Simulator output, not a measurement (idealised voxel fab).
Process module, titled voxel self aligned vias
Section cut is 285 nm wide and gridded with 5 nm square cells.
Throughout this document, each cross-section is represented as a grid of square cells and is presented as a sequence of bands enumerated from the top downward, where a band comprises one or more rows of cells. Heads up on the band format: heights come first, top then bottom, in nm. After that it's the materials left to right, each with its width in nm. A single material flagged "throughout" fills the whole band edge to edge, and "blank" means there's empty space there. Height 0 is the level under which the wafer as received is all one material. The lowest band goes on downwards, as in "0 and below". Width "30..40": first value at the band's top row of cells, second value at its bottom row, equal change from row to row. It should be understood that the words "remained unchanged", when stated for a given step, signify that the cross-section underwent no change in any of its cells during that step. In the "Closed voids list" entry, you get each enclosed empty space of 8 cells or more, one with no open way to the top, written width x height at distance, distance from the left edge, in nm. The remark found on a step's line after its settings is issued by the simulator itself and pertains to that step. The optional step-line setting "overlay nm" applies to steps with a mask and quantifies how far to the right of its planned location the mask lay, a negative value indicating leftward placement.

## Listed below are the process steps as planned
1) RECEIVE | material Si
2) CONFORMAL_DEP | material SiO2 | thk nm 10
3) CONFORMAL_DEP | material SiCN | thk nm 5
4) DIRECTIONAL_DEP | material SiO2 | thk nm 25
5) DIRECTIONAL_DEP | material aC | thk nm 10
6) PATTERN | tone open | mask id LINES | material resist | width nm 30 | pitch nm 75 | thk nm 30 | overlay nm 0
7) DIRECTIONAL_ETCH | etch materials aC | depth nm 10
8) STRIP | etch materials resist
9) DIRECTIONAL_ETCH | etch materials SiO2 | depth nm 25
10) STRIP | etch materials aC
11) CONFORMAL_DEP | material TiN | thk nm 5
12) FILL_DEP | material Ru | thk nm 10
13) CMP | height nm 40
14) SELECTIVE_ETCH | etch materials W Ru TiN | depth nm 10
15) FILL_DEP | material SiN | thk nm 10
16) CMP | height nm 40
17) DIRECTIONAL_DEP | material SiO2 | thk nm 15
18) PATTERN | tone open | mask id VIAS | material resist | width nm 50 | thk nm 15 | overlay nm 0
19) DIRECTIONAL_ETCH | etch materials SiO2 | depth nm 15
20) DIRECTIONAL_ETCH | etch materials SiN | depth nm 10
21) STRIP | etch materials resist
22) CONFORMAL_DEP | material TiN | thk nm 5
23) FILL_DEP | material Ru | thk nm 10
24) CMP | height nm 55
25) CONFORMAL_DEP | material SiCN | thk nm 5

## Incoming wafer in cross-section (state: after step 1)
    0 and below: Si throughout
    Closed voids list: none

## One mistake in running the module, otherwise start and plan as above: cross-section at the end
    50 down to 45: SiCN throughout
    45 down to 40: SiO2 80  TiN 15  Ru 20  TiN 15  SiO2 155
    40 down to 35: SiO2 90  TiN 5  Ru 20  TiN 5  SiO2 45  SiN 30  SiO2 90
    35 down to 30: SiO2 90  TiN 30  SiO2 45  SiN 30  SiO2 90
    30 down to 20: SiO2 90  TiN 5  Ru 20  TiN 5  SiO2 45  TiN 5  Ru 20  TiN 5  SiO2 90
    20 down to 15: SiO2 90  TiN 30  SiO2 45  TiN 30  SiO2 90
    15 down to 10: SiCN throughout
    10 down to 0: SiO2 throughout
    0 and below: Si throughout
    Closed voids list: none
Error vs. plan: contrary to plan, step 24 was performed as CMP | height nm 45
